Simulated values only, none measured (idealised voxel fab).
process module | voxel spacer lines
cross-section cut | 235 nm wide | cells 5 nm
A cross-section is a grid of square cells, given in bands from the top down. A band is one or more rows of cells.
Each band's line starts with the height of the band's top and of its bottom, in nm. Then come its materials from left to right, each with its width in nm. One material with "throughout" fills the band from edge to edge. "air" is empty space.
Height 0 is the level under which the wafer as received is all one material. The lowest band goes on downwards, as in "0 down".
A width such as "30 to 40" changes by the same amount from each row of cells to the next, from the band's top row to its bottom row.
"no change" after a step means that no cell of the cross-section changed.
closed voids: empty space of 8 cells or more with no open way to the top, each as width x height at its distance from the left edge, in nm
after a step's settings: what the simulator itself notes on the step
overlay nm, on a step with a mask: how far to the right of its planned place the mask lay; to the left if negative
Each pair below shows a cross-section before one step and the cross-section after it, down to the lowest band that changed. The line under each pair gives the step between them, with its settings. The pairs can come from different runs of this module on the same starting wafer, so a pair continues from the pair above only where its "before" says so.
before
  0 down: Si throughout
  closed voids: none
after
  5 to 0: Al2O3 throughout
  below 0: unchanged
  closed voids: none
the step between: op CONFORMAL_DEP | material Al2O3 | thk nm 5
before: the cross-section after the pair above
after
  25 to 5: W throughout
  below 5: unchanged
  closed voids: none
the step between: op DIRECTIONAL_DEP | material W | thk nm 20
before: the cross-section after the pair above
after
  55 to 25: polySi throughout
  below 25: unchanged
  closed voids: none
the step between: op DIRECTIONAL_DEP | material polySi | thk nm 30
before: the cross-section after the pair above
after
  90 to 55: air 75 | resist 20 | air 40 | resist 20 | air 80
  below 55: unchanged
  closed voids: none
the step between: op PATTERN | tone cover | mask id MANDREL | material resist | width nm 20 | pitch nm 60 | thk nm 35 | overlay nm 0
before: the cross-section after the pair above
after
  90 to 55: air 75 | resist 20 | air 40 | resist 20 | air 80
  55 to 25: air 75 | polySi 20 | air 40 | polySi 20 | air 80
  below 25: unchanged
  closed voids: none
the step between: op DIRECTIONAL_ETCH | etch materials polySi | depth nm 30
before: the cross-section after the pair above
after
  55 to 25: air 75 | polySi 20 | air 40 | polySi 20 | air 80
  below 25: unchanged
  closed voids: none
the step between: op STRIP | etch materials resist
before: the cross-section after the pair above
after
  65 to 55: air 65 | SiO2 40 | air 20 | SiO2 40 | air 70
  55 to 35: air 65 | SiO2 10 | polySi 20 | SiO2 10 | air 20 | SiO2 10 | polySi 20 | SiO2 10 | air 70
  35 to 25: SiO2 75 | polySi 20 | SiO2 40 | polySi 20 | SiO2 80
  below 25: unchanged
  closed voids: none
the step between: op CONFORMAL_DEP | material SiO2 | thk nm 10
before: the cross-section after the pair above
after
  55 to 25: air 65 | SiO2 10 | polySi 20 | SiO2 10 | air 20 | SiO2 10 | polySi 20 | SiO2 10 | air 70
  below 25: unchanged
  closed voids: none
the step between: op DIRECTIONAL_ETCH | etch materials SiO2 | depth nm 10
before: the cross-section after the pair above
after
  55 to 25: air 65 | SiO2 10 | air 20 | SiO2 10 | air 20 | SiO2 10 | air 20 | SiO2 10 | air 70
  below 25: unchanged
  closed voids: none
the step between: op STRIP | etch materials polySi
before: the cross-section after the pair above
after
  55 to 25: air 65 | SiO2 10 | air 20 | SiO2 10 | air 20 | SiO2 10 | air 20 | SiO2 10 | air 70
  25 to 5: air 65 | W 10 | air 20 | W 10 | air 20 | W 10 | air 20 | W 10 | air 70
  below 5: unchanged
  closed voids: none
the step between: op DIRECTIONAL_ETCH | etch materials W | depth nm 20
before: the cross-section after the pair above
after
  25 to 5: air 65 | W 10 | air 20 | W 10 | air 20 | W 10 | air 20 | W 10 | air 70
  below 5: unchanged
  closed voids: none
the step between: op STRIP | etch materials SiO2
before: the cross-section after the pair above
after
  30 to 25: SiO2 throughout
  25 to 5: SiO2 65 | W 10 | SiO2 20 | W 10 | SiO2 20 | W 10 | SiO2 20 | W 10 | SiO2 70
  below 5: unchanged
  closed voids: none
the step between: op FILL_DEP | material SiO2 | thk nm 5
before: the cross-section after the pair above
after
  25 to 5: SiO2 65 | W 10 | SiO2 20 | W 10 | SiO2 20 | W 10 | SiO2 20 | W 10 | SiO2 70
  below 5: unchanged
  closed voids: none
the step between: op CMP | height nm 25
before
  0 down: Si throughout
  closed voids: none
after
  20 to 0: W throughout
  below 0: unchanged
  closed voids: none
the step between: op DIRECTIONAL_DEP | material W | thk nm 20
before: the cross-section after the pair above
after
  50 to 20: polySi throughout
  below 20: unchanged
  closed voids: none
the step between: op DIRECTIONAL_DEP | material polySi | thk nm 30
before: the cross-section after the pair above
after
  85 to 50: air 75 | resist 20 | air 40 | resist 20 | air 80
  below 50: unchanged
  closed voids: none
the step between: op PATTERN | tone cover | mask id MANDREL | material resist | width nm 20 | pitch nm 60 | thk nm 35 | overlay nm 0
before: the cross-section after the pair above
after
  85 to 50: air 75 | resist 20 | air 40 | resist 20 | air 80
  50 to 20: air 75 | polySi 20 | air 40 | polySi 20 | air 80
  below 20: unchanged
  closed voids: none
the step between: op DIRECTIONAL_ETCH | etch materials polySi | depth nm 30
before: the cross-section after the pair above
after
  50 to 20: air 75 | polySi 20 | air 40 | polySi 20 | air 80
  below 20: unchanged
  closed voids: none
the step between: op STRIP | etch materials resist
before: the cross-section after the pair above
after
  60 to 50: air 65 | SiO2 40 | air 20 | SiO2 40 | air 70
  50 to 30: air 65 | SiO2 10 | polySi 20 | SiO2 10 | air 20 | SiO2 10 | polySi 20 | SiO2 10 | air 70
  30 to 20: SiO2 75 | polySi 20 | SiO2 40 | polySi 20 | SiO2 80
  below 20: unchanged
  closed voids: none
the step between: op CONFORMAL_DEP | material SiO2 | thk nm 10
before: the cross-section after the pair above
after
  50 to 20: air 65 | SiO2 10 | polySi 20 | SiO2 10 | air 20 | SiO2 10 | polySi 20 | SiO2 10 | air 70
  below 20: unchanged
  closed voids: none
the step between: op DIRECTIONAL_ETCH | etch materials SiO2 | depth nm 10
before: the cross-section after the pair above
after
  50 to 20: air 65 | SiO2 10 | air 20 | SiO2 10 | air 20 | SiO2 10 | air 20 | SiO2 10 | air 70
  below 20: unchanged
  closed voids: none
the step between: op STRIP | etch materials polySi
before: the cross-section after the pair above
after
  50 to 20: air 65 | SiO2 10 | air 20 | SiO2 10 | air 20 | SiO2 10 | air 20 | SiO2 10 | air 70
  20 to 0: air 65 | W 10 | air 20 | W 10 | air 20 | W 10 | air 20 | W 10 | air 70
  below 0: unchanged
  closed voids: none
the step between: op DIRECTIONAL_ETCH | etch materials W | depth nm 20
before: the cross-section after the pair above
after
  20 to 0: air 65 | W 10 | air 20 | W 10 | air 20 | W 10 | air 20 | W 10 | air 70
  below 0: unchanged
  closed voids: none
the step between: op STRIP | etch materials SiO2
before: the cross-section after the pair above
after
  25 to 20: SiO2 throughout
  20 to 0: SiO2 65 | W 10 | SiO2 20 | W 10 | SiO2 20 | W 10 | SiO2 20 | W 10 | SiO2 70
  below 0: unchanged
  closed voids: none
the step between: op FILL_DEP | material SiO2 | thk nm 5
before
  5 to 0: Al2O3 throughout
  0 down: Si throughout
  closed voids: none
after
  35 to 5: polySi throughout
  below 5: unchanged
  closed voids: none
the step between: op DIRECTIONAL_DEP | material polySi | thk nm 30
before: the cross-section after the pair above
after
  55 to 35: W throughout
  below 35: unchanged
  closed voids: none
the step between: op DIRECTIONAL_DEP | material W | thk nm 20
before: the cross-section after the pair above
after
  90 to 55: air 75 | resist 20 | air 40 | resist 20 | air 80
  below 55: unchanged
  closed voids: none
the step between: op PATTERN | tone cover | mask id MANDREL | material resist | width nm 20 | pitch nm 60 | thk nm 35 | overlay nm 0
before: the cross-section after the pair above
after
  55 to 35: W throughout
  below 35: unchanged
  closed voids: none
the step between: op STRIP | etch materials resist
before: the cross-section after the pair above
after
  65 to 55: SiO2 throughout
  below 55: unchanged
  closed voids: none
the step between: op CONFORMAL_DEP | material SiO2 | thk nm 10
before: the cross-section after the pair above
after
  55 to 35: W throughout
  below 35: unchanged
  closed voids: none
the step between: op DIRECTIONAL_ETCH | etch materials SiO2 | depth nm 10
before: the cross-section after the pair above
after
  35 to 5: polySi throughout
  below 5: unchanged
  closed voids: none
the step between: op DIRECTIONAL_ETCH | etch materials W | depth nm 20
before: the cross-section after the pair above
after
  40 to 35: SiO2 throughout
  below 35: unchanged
  closed voids: none
the step between: op FILL_DEP | material SiO2 | thk nm 5
before: the cross-section after the pair above
after
  25 to 5: polySi throughout
  below 5: unchanged
  closed voids: none
the step between: op CMP | height nm 25
before
  5 to 0: Al2O3 throughout
  0 down: Si throughout
  closed voids: none
after
  20 to 5: W throughout
  below 5: unchanged
  closed voids: none
the step between: op DIRECTIONAL_DEP | material W | thk nm 15
before: the cross-section after the pair above
after
  50 to 20: polySi throughout
  below 20: unchanged
  closed voids: none
the step between: op DIRECTIONAL_DEP | material polySi | thk nm 30
before: the cross-section after the pair above
after
  85 to 50: air 75 | resist 20 | air 40 | resist 20 | air 80
  below 50: unchanged
  closed voids: none
the step between: op PATTERN | tone cover | mask id MANDREL | material resist | width nm 20 | pitch nm 60 | thk nm 35 | overlay nm 0
before: the cross-section after the pair above
after
  85 to 50: air 75 | resist 20 | air 40 | resist 20 | air 80
  50 to 20: air 75 | polySi 20 | air 40 | polySi 20 | air 80
  below 20: unchanged
  closed voids: none
the step between: op DIRECTIONAL_ETCH | etch materials polySi | depth nm 30
before: the cross-section after the pair above
after
  50 to 20: air 75 | polySi 20 | air 40 | polySi 20 | air 80
  below 20: unchanged
  closed voids: none
the step between: op STRIP | etch materials resist
before: the cross-section after the pair above
after
  60 to 50: air 65 | SiO2 40 | air 20 | SiO2 40 | air 70
  50 to 30: air 65 | SiO2 10 | polySi 20 | SiO2 10 | air 20 | SiO2 10 | polySi 20 | SiO2 10 | air 70
  30 to 20: SiO2 75 | polySi 20 | SiO2 40 | polySi 20 | SiO2 80
  below 20: unchanged
  closed voids: none
the step between: op CONFORMAL_DEP | material SiO2 | thk nm 10
before: the cross-section after the pair above
after
  50 to 20: air 65 | SiO2 10 | polySi 20 | SiO2 10 | air 20 | SiO2 10 | polySi 20 | SiO2 10 | air 70
  below 20: unchanged
  closed voids: none
the step between: op DIRECTIONAL_ETCH | etch materials SiO2 | depth nm 10
before: the cross-section after the pair above
after
  50 to 20: air 65 | SiO2 10 | air 20 | SiO2 10 | air 20 | SiO2 10 | air 20 | SiO2 10 | air 70
  below 20: unchanged
  closed voids: none
the step between: op STRIP | etch materials polySi
before: the cross-section after the pair above
after
  50 to 20: air 65 | SiO2 10 | air 20 | SiO2 10 | air 20 | SiO2 10 | air 20 | SiO2 10 | air 70
  20 to 5: air 65 | W 10 | air 20 | W 10 | air 20 | W 10 | air 20 | W 10 | air 70
  below 5: unchanged
  closed voids: none
the step between: op DIRECTIONAL_ETCH | etch materials W | depth nm 20
before: the cross-section after the pair above
after
  20 to 5: air 65 | W 10 | air 20 | W 10 | air 20 | W 10 | air 20 | W 10 | air 70
  below 5: unchanged
  closed voids: none
the step between: op STRIP | etch materials SiO2
before: the cross-section after the pair above
after
  25 to 20: SiO2 throughout
  20 to 5: SiO2 65 | W 10 | SiO2 20 | W 10 | SiO2 20 | W 10 | SiO2 20 | W 10 | SiO2 70
  below 5: unchanged
  closed voids: none
the step between: op FILL_DEP | material SiO2 | thk nm 5
before
  55 to 25: polySi throughout
  25 to 5: W throughout
  5 to 0: Al2O3 throughout
  0 down: Si throughout
  closed voids: none
after
  90 to 55: air 70 | resist 30 | air 30 | resist 30 | air 75
  below 55: unchanged
  closed voids: none
the step between: op PATTERN | tone cover | mask id MANDREL | material resist | width nm 30 | pitch nm 60 | thk nm 35 | overlay nm 0
before: the cross-section after the pair above
after
  90 to 55: air 70 | resist 30 | air 30 | resist 30 | air 75
  55 to 25: air 70 | polySi 30 | air 30 | polySi 30 | air 75
  below 25: unchanged
  closed voids: none
the step between: op DIRECTIONAL_ETCH | etch materials polySi | depth nm 30
before: the cross-section after the pair above
after
  55 to 25: air 70 | polySi 30 | air 30 | polySi 30 | air 75
  below 25: unchanged
  closed voids: none
the step between: op STRIP | etch materials resist
before: the cross-section after the pair above
after
  65 to 55: air 60 | SiO2 50 | air 10 | SiO2 50 | air 65
  55 to 35: air 60 | SiO2 10 | polySi 30 | SiO2 10 | air 10 | SiO2 10 | polySi 30 | SiO2 10 | air 65
  35 to 25: SiO2 70 | polySi 30 | SiO2 30 | polySi 30 | SiO2 75
  below 25: unchanged
  closed voids: none
the step between: op CONFORMAL_DEP | material SiO2 | thk nm 10
before: the cross-section after the pair above
after
  55 to 25: air 60 | SiO2 10 | polySi 30 | SiO2 10 | air 10 | SiO2 10 | polySi 30 | SiO2 10 | air 65
  below 25: unchanged
  closed voids: none
the step between: op DIRECTIONAL_ETCH | etch materials SiO2 | depth nm 10
before: the cross-section after the pair above
after
  55 to 25: air 60 | SiO2 10 | air 30 | SiO2 10 | air 10 | SiO2 10 | air 30 | SiO2 10 | air 65
  below 25: unchanged
  closed voids: none
the step between: op STRIP | etch materials polySi
before: the cross-section after the pair above
after
  55 to 25: air 60 | SiO2 10 | air 30 | SiO2 10 | air 10 | SiO2 10 | air 30 | SiO2 10 | air 65
  25 to 5: air 60 | W 10 | air 30 | W 10 | air 10 | W 10 | air 30 | W 10 | air 65
  below 5: unchanged
  closed voids: none
the step between: op DIRECTIONAL_ETCH | etch materials W | depth nm 20
before: the cross-section after the pair above
after
  25 to 5: air 60 | W 10 | air 30 | W 10 | air 10 | W 10 | air 30 | W 10 | air 65
  below 5: unchanged
  closed voids: none
the step between: op STRIP | etch materials SiO2
before: the cross-section after the pair above
after
  30 to 25: SiO2 throughout
  25 to 5: SiO2 60 | W 10 | SiO2 30 | W 10 | SiO2 10 | W 10 | SiO2 30 | W 10 | SiO2 65
  below 5: unchanged
  closed voids: none
the step between: op FILL_DEP | material SiO2 | thk nm 5
before: the cross-section after the pair above
after
  25 to 5: SiO2 60 | W 10 | SiO2 30 | W 10 | SiO2 10 | W 10 | SiO2 30 | W 10 | SiO2 65
  below 5: unchanged
  closed voids: none
the step between: op CMP | height nm 25
before
  55 to 25: polySi throughout
  25 to 5: W throughout
  5 to 0: Al2O3 throughout
  0 down: Si throughout
  closed voids: none
after
  90 to 55: air 70 | resist 20 | air 40 | resist 20 | air 85
  below 55: unchanged
  closed voids: none
the step between: op PATTERN | tone cover | mask id MANDREL | material resist | width nm 20 | pitch nm 60 | thk nm 35 | overlay nm -5
before: the cross-section after the pair above
after
  90 to 55: air 70 | resist 20 | air 40 | resist 20 | air 85
  55 to 25: air 70 | polySi 20 | air 40 | polySi 20 | air 85
  below 25: unchanged
  closed voids: none
the step between: op DIRECTIONAL_ETCH | etch materials polySi | depth nm 30
before: the cross-section after the pair above
after
  55 to 25: air 70 | polySi 20 | air 40 | polySi 20 | air 85
  below 25: unchanged
  closed voids: none
the step between: op STRIP | etch materials resist
before: the cross-section after the pair above
after
  65 to 55: air 60 | SiO2 40 | air 20 | SiO2 40 | air 75
  55 to 35: air 60 | SiO2 10 | polySi 20 | SiO2 10 | air 20 | SiO2 10 | polySi 20 | SiO2 10 | air 75
  35 to 25: SiO2 70 | polySi 20 | SiO2 40 | polySi 20 | SiO2 85
  below 25: unchanged
  closed voids: none
the step between: op CONFORMAL_DEP | material SiO2 | thk nm 10
before: the cross-section after the pair above
after
  55 to 25: air 60 | SiO2 10 | polySi 20 | SiO2 10 | air 20 | SiO2 10 | polySi 20 | SiO2 10 | air 75
  below 25: unchanged
  closed voids: none
the step between: op DIRECTIONAL_ETCH | etch materials SiO2 | depth nm 10
before: the cross-section after the pair above
after
  55 to 25: air 60 | SiO2 10 | air 20 | SiO2 10 | air 20 | SiO2 10 | air 20 | SiO2 10 | air 75
  below 25: unchanged
  closed voids: none
the step between: op STRIP | etch materials polySi
before: the cross-section after the pair above
after
  55 to 25: air 60 | SiO2 10 | air 20 | SiO2 10 | air 20 | SiO2 10 | air 20 | SiO2 10 | air 75
  25 to 5: air 60 | W 10 | air 20 | W 10 | air 20 | W 10 | air 20 | W 10 | air 75
  below 5: unchanged
  closed voids: none
the step between: op DIRECTIONAL_ETCH | etch materials W | depth nm 20
before: the cross-section after the pair above
after
  25 to 5: air 60 | W 10 | air 20 | W 10 | air 20 | W 10 | air 20 | W 10 | air 75
  below 5: unchanged
  closed voids: none
the step between: op STRIP | etch materials SiO2
before: the cross-section after the pair above
after
  30 to 25: SiO2 throughout
  25 to 5: SiO2 60 | W 10 | SiO2 20 | W 10 | SiO2 20 | W 10 | SiO2 20 | W 10 | SiO2 75
  below 5: unchanged
  closed voids: none
the step between: op FILL_DEP | material SiO2 | thk nm 5
before: the cross-section after the pair above
after
  25 to 5: SiO2 60 | W 10 | SiO2 20 | W 10 | SiO2 20 | W 10 | SiO2 20 | W 10 | SiO2 75
  below 5: unchanged
  closed voids: none
the step between: op CMP | height nm 25
before
  55 to 25: air 75 | polySi 20 | air 40 | polySi 20 | air 80
  25 to 5: W throughout
  5 to 0: Al2O3 throughout
  0 down: Si throughout
  closed voids: none
after
  65 to 55: air 65 | W 40 | air 20 | W 40 | air 70
  55 to 35: air 65 | W 10 | polySi 20 | W 10 | air 20 | W 10 | polySi 20 | W 10 | air 70
  35 to 25: W 75 | polySi 20 | W 40 | polySi 20 | W 80
  below 25: unchanged
  closed voids: none
the step between: op CONFORMAL_DEP | material W | thk nm 10
before: the cross-section after the pair above
after
  55 to 45: air 75 | polySi 20 | air 40 | polySi 20 | air 80
  45 to 25: air 65 | W 10 | polySi 20 | W 10 | air 20 | W 10 | polySi 20 | W 10 | air 70
  25 to 15: air 65 | W 40 | air 20 | W 40 | air 70
  below 15: unchanged
  closed voids: none
the step between: op DIRECTIONAL_ETCH | etch materials W | depth nm 20
before: the cross-section after the pair above
after
  60 to 55: SiO2 throughout
  55 to 45: SiO2 75 | polySi 20 | SiO2 40 | polySi 20 | SiO2 80
  45 to 25: SiO2 65 | W 10 | polySi 20 | W 10 | SiO2 20 | W 10 | polySi 20 | W 10 | SiO2 70
  25 to 15: SiO2 65 | W 40 | SiO2 20 | W 40 | SiO2 70
  below 15: unchanged
  closed voids: none
the step between: op FILL_DEP | material SiO2 | thk nm 5
before: the cross-section after the pair above
after
  25 to 15: SiO2 65 | W 40 | SiO2 20 | W 40 | SiO2 70
  below 15: unchanged
  closed voids: none
the step between: op CMP | height nm 25
